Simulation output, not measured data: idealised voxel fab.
The following process module bears the name voxel released beams.
The cross-section shown here is cut; it is 270 nm wide and divided into square cells measuring 5 nm on a side.
When this document writes out a cross-section, it uses a grid of square cells and lists it as bands, beginning at the top and moving down, with a band standing for one or more rows of cells. Band: top height; bottom height; in nm. Then, left to right: material with width in nm, for each material. "edge to edge": a single material spanning edge to edge. "air": empty space. Height reference: 0 = level under which incoming wafer is all one material. Lowest band: no bottom, runs on downward, e.g. "0 nm and below". Read "30->40" as a graded width: first number on top, second number at the bottom, same change between each pair of neighbouring rows. The cross-section has no changed cell in any step marked "identical to before". The entry "Sealed void listing" lists the empty spaces that cover at least 8 cells and have no open path to the top. Each is written as width x height at distance, where the distance is measured from the left edge and all three values are in nm. after a step's settings: what the simulator itself notes on the step. overlay nm: step with mask; distance mask lay right of planned place; negative value = left of planned place.
### Process steps (planned)
1 RECEIVE: material Si
2 CONFORMAL_DEP: material Al2O3, thk nm 5
3 DIRECTIONAL_DEP: material SiO2, thk nm 10
4 MASKED_ETCH: tone open, mask id ANCHOR, width nm 25, etch materials SiO2, depth nm 10, overlay nm 0
5 CONFORMAL_DEP: material W, thk nm 10
6 MASKED_ETCH: tone cover, mask id BEAM, width nm 105, etch materials W, depth nm 10, overlay nm 0
7 STRIP: etch materials SiO2
### The cross-section here shows the wafer as received, i.e. in its state after step 1
	0 nm and below = Si edge to edge
	Sealed void listing: none
### Cross-section taken at module completion on the first of two wafers; processed per the plan
	25 nm to 15 nm = air 80, W 15, air 5, W 85, air 85
	15 nm to 5 nm = air 85, W 25, air 160
	5 nm to 0 nm = Al2O3 edge to edge
	0 nm and below = Si edge to edge
	Sealed void listing: none
### Wafer two, end of module, cross-section. Same start, same plan as wafer one. One mistake in the run
	25 nm to 15 nm = air 75, W 20, air 5, W 80, air 90
	15 nm to 5 nm = air 85, W 25, air 160
	5 nm to 0 nm = Al2O3 edge to edge
	0 nm and below = Si edge to edge
	Sealed void listing: none
What went wrong in running the wafer? step 6 deviated from plan and actually ran as MASKED_ETCH: tone cover, mask id BEAM, width nm 105, etch materials W, depth nm 10, overlay nm -5
Same inventory, different map: at the end, the second wafer holds as many cells of each material as the first, placed elsewhere.
